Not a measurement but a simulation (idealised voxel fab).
process module | voxel capacitor over wiring
cross-section cut | 175 nm wide | cells 5 nm
A cross-section is a grid of square cells, given in bands from the top down. A band is one or more rows of cells.
Each band's line starts with the height of the band's top and of its bottom, in nm. Then come its materials from left to right, each with its width in nm. One material with "throughout" fills the band from edge to edge. "air" is empty space.
Height 0 is the level under which the wafer as received is all one material. The lowest band goes on downwards, as in "0 down".
A width such as "30 to 40" changes by the same amount from each row of cells to the next, from the band's top row to its bottom row.
"no change" after a step means that no cell of the cross-section changed.
closed voids: empty space of 8 cells or more with no open way to the top, each as width x height at its distance from the left edge, in nm
after a step's settings: what the simulator itself notes on the step
overlay nm, on a step with a mask: how far to the right of its planned place the mask lay; to the left if negative
plan
1 op RECEIVE | material Si
2 op CONFORMAL_DEP | material SiO2 | thk nm 10
3 op DIRECTIONAL_DEP | material TiN | thk nm 5
4 op DIRECTIONAL_DEP | material Ru | thk nm 20
5 op DIRECTIONAL_DEP | material aC | thk nm 15
6 op PATTERN | tone cover | mask id METAL_1 | material resist | width nm 25 | pitch nm 75 | thk nm 30 | overlay nm 0
7 op DIRECTIONAL_ETCH | etch materials aC | depth nm 15
8 op STRIP | etch materials resist
9 op DIRECTIONAL_ETCH | etch materials Ru | depth nm 20
10 op DIRECTIONAL_ETCH | etch materials TiN | depth nm 5
11 op STRIP | etch materials aC
12 op FILL_DEP | material lowk | thk nm 10
13 op CMP | height nm 35
14 op CONFORMAL_DEP | material SiCN | thk nm 5
15 op DIRECTIONAL_DEP | material SiO2 | thk nm 20
16 op DIRECTIONAL_DEP | material aC | thk nm 10
17 op PATTERN | tone open | mask id PLUG_1 | material resist | width nm 15 | thk nm 25 | overlay nm 0
18 op DIRECTIONAL_ETCH | etch materials aC | depth nm 10
19 op STRIP | etch materials resist
20 op DIRECTIONAL_ETCH | etch materials SiO2 | depth nm 20
21 op DIRECTIONAL_ETCH | etch materials SiCN | depth nm 5
22 op STRIP | etch materials aC
23 op EPI | material Ru | thk nm 10
24 op EPI | material Ru | thk nm 10
25 op EPI | material Ru | thk nm 5
26 op DIRECTIONAL_DEP | material TiN | thk nm 10
27 op DIRECTIONAL_DEP | material SiN | thk nm 5
28 op DIRECTIONAL_DEP | material TiN | thk nm 5
29 op PATTERN | tone cover | mask id UPPER_PLATE | material resist | width nm 55 | thk nm 15 | overlay nm 0
30 op DIRECTIONAL_ETCH | etch materials TiN | depth nm 5
31 op DIRECTIONAL_ETCH | etch materials SiN | depth nm 5
32 op STRIP | etch materials resist
33 op MASKED_ETCH | tone cover | mask id LOWER_PLATE | width nm 65 | etch materials TiN | depth nm 10 | overlay nm 0
34 op FILL_DEP | material SiO2 | thk nm 20
35 op CMP | height nm 95
36 op DIRECTIONAL_DEP | material aC | thk nm 10
37 op PATTERN | tone open | mask id PLUG_2 | material resist | width nm 15 | thk nm 30 | overlay nm 0
38 op DIRECTIONAL_ETCH | etch materials aC | depth nm 10
39 op STRIP | etch materials resist
40 op DIRECTIONAL_ETCH | etch materials SiO2 | depth nm 15
41 op STRIP | etch materials aC
42 op CONFORMAL_DEP | material TiN | thk nm 5
43 op FILL_DEP | material Cu | thk nm 5
44 op CMP | height nm 95
45 op CONFORMAL_DEP | material SiN | thk nm 5
first wafer, as planned
as received, after step 1
  0 down: Si throughout
  closed voids: none
after step 2
  10 to 0: SiO2 throughout
  below 0: unchanged
after step 3
  15 to 10: TiN throughout
  below 10: unchanged
after step 4
  35 to 15: Ru throughout
  below 15: unchanged
after step 5
  50 to 35: aC throughout
  below 35: unchanged
after step 6
  80 to 50: air 35 | resist 25 | air 50 | resist 25 | air 40
  below 50: unchanged
after step 7
  65 to 50: air 35 | resist 25 | air 50 | resist 25 | air 40
  50 to 35: air 35 | aC 25 | air 50 | aC 25 | air 40
  below 35: unchanged
after step 8
  50 to 35: air 35 | aC 25 | air 50 | aC 25 | air 40
  below 35: unchanged
after step 9
  50 to 35: air 35 | aC 25 | air 50 | aC 25 | air 40
  35 to 15: air 35 | Ru 25 | air 50 | Ru 25 | air 40
  below 15: unchanged
after step 10
  50 to 35: air 35 | aC 25 | air 50 | aC 25 | air 40
  35 to 15: air 35 | Ru 25 | air 50 | Ru 25 | air 40
  15 to 10: air 35 | TiN 25 | air 50 | TiN 25 | air 40
  below 10: unchanged
after step 11
  35 to 15: air 35 | Ru 25 | air 50 | Ru 25 | air 40
  below 15: unchanged
after step 12
  45 to 35: lowk throughout
  35 to 15: lowk 35 | Ru 25 | lowk 50 | Ru 25 | lowk 40
  15 to 10: lowk 35 | TiN 25 | lowk 50 | TiN 25 | lowk 40
  below 10: unchanged
after step 13
  35 to 15: lowk 35 | Ru 25 | lowk 50 | Ru 25 | lowk 40
  below 15: unchanged
after step 14
  40 to 35: SiCN throughout
  below 35: unchanged
after step 15
  60 to 40: SiO2 throughout
  below 40: unchanged
after step 16
  70 to 60: aC throughout
  below 60: unchanged
after step 17
  95 to 70: resist 45 | air 15 | resist 115
  below 70: unchanged
after step 18
  85 to 70: resist 45 | air 15 | resist 115
  70 to 60: aC 45 | air 15 | aC 115
  below 60: unchanged
after step 19
  70 to 60: aC 45 | air 15 | aC 115
  below 60: unchanged
after step 20
  70 to 60: aC 45 | air 15 | aC 115
  60 to 40: SiO2 45 | air 15 | SiO2 115
  below 40: unchanged
after step 21
  70 to 60: aC 45 | air 15 | aC 115
  60 to 40: SiO2 45 | air 15 | SiO2 115
  40 to 35: SiCN 45 | air 15 | SiCN 115
  below 35: unchanged
after step 22
  60 to 40: SiO2 45 | air 15 | SiO2 115
  below 40: unchanged
after step 23
  60 to 45: SiO2 45 | air 15 | SiO2 115
  45 to 40: SiO2 45 | Ru 15 | SiO2 115
  40 to 35: SiCN 45 | Ru 15 | SiCN 115
  below 35: unchanged
after step 24
  60 to 55: SiO2 45 | air 15 | SiO2 115
  55 to 40: SiO2 45 | Ru 15 | SiO2 115
  below 40: unchanged
after step 25
  60 to 40: SiO2 45 | Ru 15 | SiO2 115
  below 40: unchanged
after step 26
  70 to 60: TiN throughout
  below 60: unchanged
after step 27
  75 to 70: SiN throughout
  below 70: unchanged
after step 28
  80 to 75: TiN throughout
  below 75: unchanged
after step 29
  95 to 80: air 45 | resist 55 | air 75
  below 80: unchanged
after step 30
  95 to 80: air 45 | resist 55 | air 75
  80 to 75: air 45 | TiN 55 | air 75
  below 75: unchanged
after step 31
  95 to 80: air 45 | resist 55 | air 75
  80 to 75: air 45 | TiN 55 | air 75
  75 to 70: air 45 | SiN 55 | air 75
  below 70: unchanged
after step 32
  80 to 75: air 45 | TiN 55 | air 75
  below 75: unchanged
after step 33
  80 to 75: air 45 | TiN 55 | air 75
  75 to 70: air 45 | SiN 55 | air 75
  70 to 60: air 40 | TiN 65 | air 70
  below 60: unchanged
after step 34
  100 to 80: SiO2 throughout
  80 to 75: SiO2 45 | TiN 55 | SiO2 75
  75 to 70: SiO2 45 | SiN 55 | SiO2 75
  70 to 60: SiO2 40 | TiN 65 | SiO2 70
  below 60: unchanged
after step 35
  95 to 80: SiO2 throughout
  below 80: unchanged
after step 36
  105 to 95: aC throughout
  below 95: unchanged
after step 37
  135 to 105: resist 55 | air 15 | resist 105
  below 105: unchanged
after step 38
  125 to 105: resist 55 | air 15 | resist 105
  105 to 95: aC 55 | air 15 | aC 105
  below 95: unchanged
after step 39
  105 to 95: aC 55 | air 15 | aC 105
  below 95: unchanged
after step 40
  105 to 95: aC 55 | air 15 | aC 105
  95 to 80: SiO2 55 | air 15 | SiO2 105
  below 80: unchanged
after step 41
  95 to 80: SiO2 55 | air 15 | SiO2 105
  below 80: unchanged
after step 42
  100 to 95: TiN 60 | air 5 | TiN 110
  95 to 85: SiO2 55 | TiN 5 | air 5 | TiN 5 | SiO2 105
  85 to 75: SiO2 55 to 45 | TiN 15 to 55 | SiO2 105 to 75
  below 75: unchanged
after step 43
  105 to 100: Cu throughout
  100 to 95: TiN 60 | Cu 5 | TiN 110
  95 to 85: SiO2 55 | TiN 5 | Cu 5 | TiN 5 | SiO2 105
  below 85: unchanged
after step 44
  95 to 85: SiO2 55 | TiN 5 | Cu 5 | TiN 5 | SiO2 105
  below 85: unchanged
after step 45
  100 to 95: SiN throughout
  below 95: unchanged
second wafer: like start, like plan, one mistake. Through step 3 it matches the first wafer
when step 4 should have ended
  35 to 15: SiCN throughout
  below 15: unchanged
when step 5 should have ended
  50 to 35: aC throughout
  below 35: unchanged
when step 6 should have ended
  80 to 50: air 35 | resist 25 | air 50 | resist 25 | air 40
  below 50: unchanged
when step 7 should have ended
  65 to 50: air 35 | resist 25 | air 50 | resist 25 | air 40
  50 to 35: air 35 | aC 25 | air 50 | aC 25 | air 40
  below 35: unchanged
when step 8 should have ended
  50 to 35: air 35 | aC 25 | air 50 | aC 25 | air 40
  below 35: unchanged
when step 9 should have ended: no change
when step 10 should have ended: no change
when step 11 should have ended
  35 to 15: SiCN throughout
  below 15: unchanged
when step 12 should have ended
  45 to 35: lowk throughout
  below 35: unchanged
when step 13 should have ended
  35 to 15: SiCN throughout
  below 15: unchanged
when step 14 should have ended
  40 to 15: SiCN throughout
  below 15: unchanged
when step 15 should have ended
  60 to 40: SiO2 throughout
  below 40: unchanged
when step 16 should have ended
  70 to 60: aC throughout
  below 60: unchanged
when step 17 should have ended
  95 to 70: resist 45 | air 15 | resist 115
  below 70: unchanged
when step 18 should have ended
  85 to 70: resist 45 | air 15 | resist 115
  70 to 60: aC 45 | air 15 | aC 115
  below 60: unchanged
when step 19 should have ended
  70 to 60: aC 45 | air 15 | aC 115
  below 60: unchanged
when step 20 should have ended
  70 to 60: aC 45 | air 15 | aC 115
  60 to 40: SiO2 45 | air 15 | SiO2 115
  below 40: unchanged
when step 21 should have ended
  70 to 60: aC 45 | air 15 | aC 115
  60 to 40: SiO2 45 | air 15 | SiO2 115
  40 to 35: SiCN 45 | air 15 | SiCN 115
  below 35: unchanged
when step 22 should have ended
  60 to 40: SiO2 45 | air 15 | SiO2 115
  below 40: unchanged
when step 23 should have ended: no change
when step 24 should have ended: no change
when step 25 should have ended: no change
when step 26 should have ended
  70 to 60: TiN 45 | air 15 | TiN 115
  60 to 45: SiO2 45 | air 15 | SiO2 115
  45 to 40: SiO2 45 | TiN 15 | SiO2 115
  40 to 35: SiCN 45 | TiN 15 | SiCN 115
  below 35: unchanged
when step 27 should have ended
  75 to 70: SiN 45 | air 15 | SiN 115
  70 to 60: TiN 45 | air 15 | TiN 115
  60 to 50: SiO2 45 | air 15 | SiO2 115
  50 to 45: SiO2 45 | SiN 15 | SiO2 115
  below 45: unchanged
when step 28 should have ended
  80 to 75: TiN 45 | air 15 | TiN 115
  75 to 70: SiN 45 | air 15 | SiN 115
  70 to 60: TiN 45 | air 15 | TiN 115
  60 to 55: SiO2 45 | air 15 | SiO2 115
  55 to 50: SiO2 45 | TiN 15 | SiO2 115
  below 50: unchanged
when step 29 should have ended
  95 to 80: air 45 | resist 55 | air 75
  80 to 75: TiN 45 | resist 15 | TiN 115
  75 to 70: SiN 45 | resist 15 | SiN 115
  70 to 60: TiN 45 | resist 15 | TiN 115
  60 to 55: SiO2 45 | resist 15 | SiO2 115
  below 55: unchanged
when step 30 should have ended
  95 to 80: air 45 | resist 55 | air 75
  80 to 75: air 45 | resist 15 | TiN 40 | air 75
  below 75: unchanged
when step 31 should have ended
  95 to 80: air 45 | resist 55 | air 75
  80 to 75: air 45 | resist 15 | TiN 40 | air 75
  75 to 70: air 45 | resist 15 | SiN 40 | air 75
  below 70: unchanged
when step 32 should have ended
  80 to 75: air 60 | TiN 40 | air 75
  75 to 70: air 60 | SiN 40 | air 75
  70 to 60: TiN 45 | air 15 | TiN 115
  60 to 55: SiO2 45 | air 15 | SiO2 115
  below 55: unchanged
when step 33 should have ended
  80 to 75: air 60 | TiN 40 | air 75
  75 to 70: air 60 | SiN 40 | air 75
  70 to 60: air 40 | TiN 5 | air 15 | TiN 45 | air 70
  below 60: unchanged
when step 34 should have ended
  100 to 80: SiO2 throughout
  80 to 75: SiO2 60 | TiN 40 | SiO2 75
  75 to 70: SiO2 60 | SiN 40 | SiO2 75
  70 to 60: SiO2 40 | TiN 5 | SiO2 15 | TiN 45 | SiO2 70
  60 to 55: SiO2 throughout
  below 55: unchanged
when step 35 should have ended
  95 to 80: SiO2 throughout
  below 80: unchanged
when step 36 should have ended
  105 to 95: aC throughout
  below 95: unchanged
when step 37 should have ended
  135 to 105: resist 55 | air 15 | resist 105
  below 105: unchanged
when step 38 should have ended
  125 to 105: resist 55 | air 15 | resist 105
  105 to 95: aC 55 | air 15 | aC 105
  below 95: unchanged
when step 39 should have ended
  105 to 95: aC 55 | air 15 | aC 105
  below 95: unchanged
when step 40 should have ended
  105 to 95: aC 55 | air 15 | aC 105
  95 to 80: SiO2 55 | air 15 | SiO2 105
  below 80: unchanged
when step 41 should have ended
  95 to 80: SiO2 55 | air 15 | SiO2 105
  below 80: unchanged
when step 42 should have ended
  100 to 95: TiN 60 | air 5 | TiN 110
  95 to 85: SiO2 55 | TiN 5 | air 5 | TiN 5 | SiO2 105
  85 to 75: SiO2 55 to 60 | TiN 15 to 40 | SiO2 105 to 75
  below 75: unchanged
when step 43 should have ended
  105 to 100: Cu throughout
  100 to 95: TiN 60 | Cu 5 | TiN 110
  95 to 85: SiO2 55 | TiN 5 | Cu 5 | TiN 5 | SiO2 105
  below 85: unchanged
when step 44 should have ended
  95 to 85: SiO2 55 | TiN 5 | Cu 5 | TiN 5 | SiO2 105
  below 85: unchanged
when step 45 should have ended
  100 to 95: SiN throughout
  below 95: unchanged
what went wrong: step 4 ran as: op DIRECTIONAL_DEP | material SiCN | thk nm 20
at the end the second wafer has, in cells: 55 fewer of Ru | 140 more of SiCN | 15 more of SiO2 | 25 more of TiN | 125 fewer of lowk
